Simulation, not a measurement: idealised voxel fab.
process module | voxel self aligned contacts
We display cut, a cross-section 215 nm in width whose square cells are each 5 nm.
Throughout this document, each cross-section is represented as a grid of square cells and is presented as a sequence of bands enumerated from the top downward, where a band comprises one or more rows of cells. Heads up on the band format: heights come first, top then bottom, in nm. After that it's the materials left to right, each with its width in nm. A single material flagged "full width" fills the whole band edge to edge, and "air" means there's empty space there. The reference from which all heights are counted is 0, the level beneath which the as-received wafer is entirely one material; the lowest band, having no lower bound, proceeds downward and is written after the example "0..down". Think of "30->40" as a width that walks from the first number to the second as you go down the band, top row to bottom row, taking equal-sized steps from row to row. "nothing changed" -> step changed no cross-section cell. "Enclosed voids" - sealed voids, min. 8 cells, no opening to top; format: width x height at distance (distance from left edge; nm throughout). Read whatever lies past the settings on a step's line as the simulator's own remark about the step. Steps that use a mask can have "overlay nm" on their line. It says how far the mask sat to the right of where it was meant to be. Negative means to the left. Pairs follow: section before one process step, section after it down to the lowest changed band, step with settings underneath. Pairs may come from different runs of this module on the same starting wafer; continuity with the pair above only as stated in the "Preceding state" entry.

# Preceding state
- 55..50 | 50 SiO2; 50 air; 15 SiO2; 50 air; 50 SiO2
- 50..25 | 20 SiO2; 50 SiN; 15 air; 50 SiN; 15 air; 50 SiN; 15 SiO2
- 25..0 | 20 SiO2; 10 SiN; 30 polySi; 10 SiN; 15 air; 10 SiN; 30 polySi; 10 SiN; 15 air; 10 SiN; 30 polySi; 10 SiN; 15 SiO2
- 0..-5 | 70 SiO2; 15 air; 50 SiO2; 15 air; 65 SiO2
- -5..down | Si full width
- Enclosed voids: none

# Sectional View, Post-Process
- 60..55 | 55 TiN; 40 air; 25 TiN; 40 air; 55 TiN
- 55..50 | 50 SiO2; 25 TiN; 5 air; 20 TiN; 15 SiO2; 25 TiN; 5 air; 20 TiN; 50 SiO2
- 50..25 | 20 SiO2; 50 SiN; 5 TiN; 5 air; 5 TiN; 50 SiN; 5 TiN; 5 air; 5 TiN; 50 SiN; 15 SiO2
- 25..0 | 20 SiO2; 10 SiN; 30 polySi; 10 SiN; 5 TiN; 5 air; 5 TiN; 10 SiN; 30 polySi; 10 SiN; 5 TiN; 5 air; 5 TiN; 10 SiN; 30 polySi; 10 SiN; 15 SiO2
- 0..-5 | 70 SiO2; 15 TiN; 50 SiO2; 15 TiN; 65 SiO2
- Everything below -5 is unchanged.
- Enclosed voids: none
Between before and after above, the operation and settings are CONFORMAL_DEP | material TiN | thk nm 5

Preceding state: the cross-section after the pair above

# Sectional View, Post-Process
- 70..60 | Ru full width
- 60..55 | 55 TiN; 40 Ru; 25 TiN; 40 Ru; 55 TiN
- 55..50 | 50 SiO2; 25 TiN; 5 Ru; 20 TiN; 15 SiO2; 25 TiN; 5 Ru; 20 TiN; 50 SiO2
- 50..25 | 20 SiO2; 50 SiN; 5 TiN; 5 Ru; 5 TiN; 50 SiN; 5 TiN; 5 Ru; 5 TiN; 50 SiN; 15 SiO2
- 25..0 | 20 SiO2; 10 SiN; 30 polySi; 10 SiN; 5 TiN; 5 Ru; 5 TiN; 10 SiN; 30 polySi; 10 SiN; 5 TiN; 5 Ru; 5 TiN; 10 SiN; 30 polySi; 10 SiN; 15 SiO2
- Everything below 0 is unchanged.
- Enclosed voids: none
Between before and after above, the operation and settings are FILL_DEP | material Ru | thk nm 10

Preceding state: the cross-section after the pair above

# Sectional View, Post-Process
- 55..50 | 50 SiO2; 25 TiN; 5 Ru; 20 TiN; 15 SiO2; 25 TiN; 5 Ru; 20 TiN; 50 SiO2
- Everything below 50 is unchanged.
- Enclosed voids: none
Between before and after above, the operation and settings are CMP | height nm 55

Preceding state: the cross-section after the pair above

# Sectional View, Post-Process
- 60..55 | SiCN full width
- Everything below 55 is unchanged.
- Enclosed voids: none
Between before and after above, the operation and settings are CONFORMAL_DEP | material SiCN | thk nm 5

# Preceding state
- 55..50 | SiO2 full width
- 50..25 | 20 SiO2; 45 SiN; 20 SiO2; 45 SiN; 20 SiO2; 45 SiN; 20 SiO2
- 25..0 | 20 SiO2; 10 SiN; 25 polySi; 10 SiN; 20 SiO2; 10 SiN; 25 polySi; 10 SiN; 20 SiO2; 10 SiN; 25 polySi; 10 SiN; 20 SiO2
- 0..-5 | SiO2 full width
- -5..down | Si full width
- Enclosed voids: none

# Sectional View, Post-Process
- 55..50 | 60 SiO2; 50 air; 15 SiO2; 50 air; 40 SiO2
- 50..25 | 20 SiO2; 45 SiN; 20 air; 45 SiN; 20 air; 45 SiN; 20 SiO2
- 25..0 | 20 SiO2; 10 SiN; 25 polySi; 10 SiN; 20 air; 10 SiN; 25 polySi; 10 SiN; 20 air; 10 SiN; 25 polySi; 10 SiN; 20 SiO2
- 0..-5 | 65 SiO2; 20 air; 45 SiO2; 20 air; 65 SiO2
- Everything below -5 is unchanged.
- Enclosed voids: none
Between before and after above, the operation and settings are MASKED_ETCH | tone open | mask id CONTACT | width nm 50 | pitch nm 65 | etch materials SiO2 | depth nm 60 | overlay nm 10

Preceding state: the cross-section after the pair above

# Sectional View, Post-Process
- 60..55 | 65 TiN; 40 air; 25 TiN; 40 air; 45 TiN
- 55..50 | 60 SiO2; 10 TiN; 10 air; 30 TiN; 15 SiO2; 10 TiN; 10 air; 30 TiN; 40 SiO2
- 50..25 | 20 SiO2; 45 SiN; 5 TiN; 10 air; 5 TiN; 45 SiN; 5 TiN; 10 air; 5 TiN; 45 SiN; 20 SiO2
- 25..0 | 20 SiO2; 10 SiN; 25 polySi; 10 SiN; 5 TiN; 10 air; 5 TiN; 10 SiN; 25 polySi; 10 SiN; 5 TiN; 10 air; 5 TiN; 10 SiN; 25 polySi; 10 SiN; 20 SiO2
- 0..-5 | 65 SiO2; 20 TiN; 45 SiO2; 20 TiN; 65 SiO2
- Everything below -5 is unchanged.
- Enclosed voids: none
Between before and after above, the operation and settings are CONFORMAL_DEP | material TiN | thk nm 5

Preceding state: the cross-section after the pair above

# Sectional View, Post-Process
- 70..60 | Ru full width
- 60..55 | 65 TiN; 40 Ru; 25 TiN; 40 Ru; 45 TiN
- 55..50 | 60 SiO2; 10 TiN; 10 Ru; 30 TiN; 15 SiO2; 10 TiN; 10 Ru; 30 TiN; 40 SiO2
- 50..25 | 20 SiO2; 45 SiN; 5 TiN; 10 Ru; 5 TiN; 45 SiN; 5 TiN; 10 Ru; 5 TiN; 45 SiN; 20 SiO2
- 25..0 | 20 SiO2; 10 SiN; 25 polySi; 10 SiN; 5 TiN; 10 Ru; 5 TiN; 10 SiN; 25 polySi; 10 SiN; 5 TiN; 10 Ru; 5 TiN; 10 SiN; 25 polySi; 10 SiN; 20 SiO2
- Everything below 0 is unchanged.
- Enclosed voids: none
Between before and after above, the operation and settings are FILL_DEP | material Ru | thk nm 10

Preceding state: the cross-section after the pair above

# Sectional View, Post-Process
- 55..50 | 60 SiO2; 10 TiN; 10 Ru; 30 TiN; 15 SiO2; 10 TiN; 10 Ru; 30 TiN; 40 SiO2
- Everything below 50 is unchanged.
- Enclosed voids: none
Between before and after above, the operation and settings are CMP | height nm 55

Preceding state: the cross-section after the pair above

# Sectional View, Post-Process
- 60..55 | SiCN full width
- Everything below 55 is unchanged.
- Enclosed voids: none
Between before and after above, the operation and settings are CONFORMAL_DEP | material SiCN | thk nm 5

# Preceding state
- 25..0 | polySi full width
- 0..-5 | SiO2 full width
- -5..down | Si full width
- Enclosed voids: none

# Sectional View, Post-Process
- 50..25 | SiCN full width
- Everything below 25 is unchanged.
- Enclosed voids: none
Between before and after above, the operation and settings are DIRECTIONAL_DEP | material SiCN | thk nm 25

Preceding state: the cross-section after the pair above

# Sectional View, Post-Process
- 60..50 | SiN full width
- Everything below 50 is unchanged.
- Enclosed voids: none
Between before and after above, the operation and settings are CONFORMAL_DEP | material SiN | thk nm 10

Preceding state: the cross-section after the pair above

# Sectional View, Post-Process
- 50..25 | SiCN full width
- Everything below 25 is unchanged.
- Enclosed voids: none
Between before and after above, the operation and settings are DIRECTIONAL_ETCH | etch materials SiN | depth nm 10

Preceding state: the cross-section after the pair above

# Sectional View, Post-Process
- 65..50 | SiO2 full width
- Everything below 50 is unchanged.
- Enclosed voids: none
Between before and after above, the operation and settings are FILL_DEP | material SiO2 | thk nm 15

Preceding state: the cross-section after the pair above

# Sectional View, Post-Process
- 55..50 | SiO2 full width
- Everything below 50 is unchanged.
- Enclosed voids: none
Between before and after above, the operation and settings are CMP | height nm 55

Preceding state: the cross-section after the pair above

# Sectional View, Post-Process
- 55..50 | 50 SiO2; 50 air; 15 SiO2; 50 air; 50 SiO2
- Everything below 50 is unchanged.
- Enclosed voids: none
Between before and after above, the operation and settings are MASKED_ETCH | tone open | mask id CONTACT | width nm 50 | pitch nm 65 | etch materials SiO2 | depth nm 60 | overlay nm 0

Preceding state: the cross-section after the pair above

# Sectional View, Post-Process
- 60..55 | 55 TiN; 40 air; 25 TiN; 40 air; 55 TiN
- 55..50 | 50 SiO2; 50 TiN; 15 SiO2; 50 TiN; 50 SiO2
- Everything below 50 is unchanged.
- Enclosed voids: none
Between before and after above, the operation and settings are CONFORMAL_DEP | material TiN | thk nm 5

Preceding state: the cross-section after the pair above

# Sectional View, Post-Process
- 70..60 | Ru full width
- 60..55 | 55 TiN; 40 Ru; 25 TiN; 40 Ru; 55 TiN
- Everything below 55 is unchanged.
- Enclosed voids: none
Between before and after above, the operation and settings are FILL_DEP | material Ru | thk nm 10

Preceding state: the cross-section after the pair above

# Sectional View, Post-Process
- 55..50 | 50 SiO2; 50 TiN; 15 SiO2; 50 TiN; 50 SiO2
- Everything below 50 is unchanged.
- Enclosed voids: none
Between before and after above, the operation and settings are CMP | height nm 55

Preceding state: the cross-section after the pair above

# Sectional View, Post-Process
- 60..55 | SiCN full width
- Everything below 55 is unchanged.
- Enclosed voids: none
Between before and after above, the operation and settings are CONFORMAL_DEP | material SiCN | thk nm 5

# Preceding state
- 50..25 | SiN full width
- 25..0 | polySi full width
- 0..-5 | SiO2 full width
- -5..down | Si full width
- Enclosed voids: none

# Sectional View, Post-Process
- 50..25 | 30 SiN; 25 air; 40 SiN; 25 air; 40 SiN; 25 air; 30 SiN
- Everything below 25 is unchanged.
- Enclosed voids: none
Between before and after above, the operation and settings are MASKED_ETCH | tone open | mask id GATE | width nm 25 | pitch nm 65 | etch materials SiN | depth nm 25 | overlay nm 0

Preceding state: the cross-section after the pair above

# Sectional View, Post-Process
- 60..35 | 40 SiN; 5 air; 60 SiN; 5 air; 60 SiN; 5 air; 40 SiN
- 35..25 | SiN full width
- Everything below 25 is unchanged.
- Enclosed voids: none
Between before and after above, the operation and settings are CONFORMAL_DEP | material SiN | thk nm 10

Preceding state: the cross-section after the pair above

# Sectional View, Post-Process
- 50..25 | 40 SiN; 5 air; 60 SiN; 5 air; 60 SiN; 5 air; 40 SiN
- Everything below 25 is unchanged.
- Enclosed voids: none
Between before and after above, the operation and settings are DIRECTIONAL_ETCH | etch materials SiN | depth nm 10

Preceding state: the cross-section after the pair above

# Sectional View, Post-Process
- 65..50 | SiO2 full width
- 50..25 | 40 SiN; 5 SiO2; 60 SiN; 5 SiO2; 60 SiN; 5 SiO2; 40 SiN
- Everything below 25 is unchanged.
- Enclosed voids: none
Between before and after above, the operation and settings are FILL_DEP | material SiO2 | thk nm 15

Preceding state: the cross-section after the pair above

# Sectional View, Post-Process
- 55..50 | SiO2 full width
- Everything below 50 is unchanged.
- Enclosed voids: none
Between before and after above, the operation and settings are CMP | height nm 55

Preceding state: the cross-section after the pair above

# Sectional View, Post-Process
- 55..50 | 50 SiO2; 50 air; 15 SiO2; 50 air; 50 SiO2
- Everything below 50 is unchanged.
- Enclosed voids: none
Between before and after above, the operation and settings are MASKED_ETCH | tone open | mask id CONTACT | width nm 50 | pitch nm 65 | etch materials SiO2 | depth nm 60 | overlay nm 0

Preceding state: the cross-section after the pair above

# Sectional View, Post-Process
- 60..55 | 55 TiN; 40 air; 25 TiN; 40 air; 55 TiN
- 55..50 | 50 SiO2; 50 TiN; 15 SiO2; 50 TiN; 50 SiO2
- Everything below 50 is unchanged.
- Enclosed voids: none
Between before and after above, the operation and settings are CONFORMAL_DEP | material TiN | thk nm 5

Preceding state: the cross-section after the pair above

# Sectional View, Post-Process
- 70..60 | Ru full width
- 60..55 | 55 TiN; 40 Ru; 25 TiN; 40 Ru; 55 TiN
- Everything below 55 is unchanged.
- Enclosed voids: none
Between before and after above, the operation and settings are FILL_DEP | material Ru | thk nm 10

Preceding state: the cross-section after the pair above

# Sectional View, Post-Process
- 55..50 | 50 SiO2; 50 TiN; 15 SiO2; 50 TiN; 50 SiO2
- Everything below 50 is unchanged.
- Enclosed voids: none
Between before and after above, the operation and settings are CMP | height nm 55

Preceding state: the cross-section after the pair above

# Sectional View, Post-Process
- 60..55 | SiCN full width
- Everything below 55 is unchanged.
- Enclosed voids: none
Between before and after above, the operation and settings are CONFORMAL_DEP | material SiCN | thk nm 5
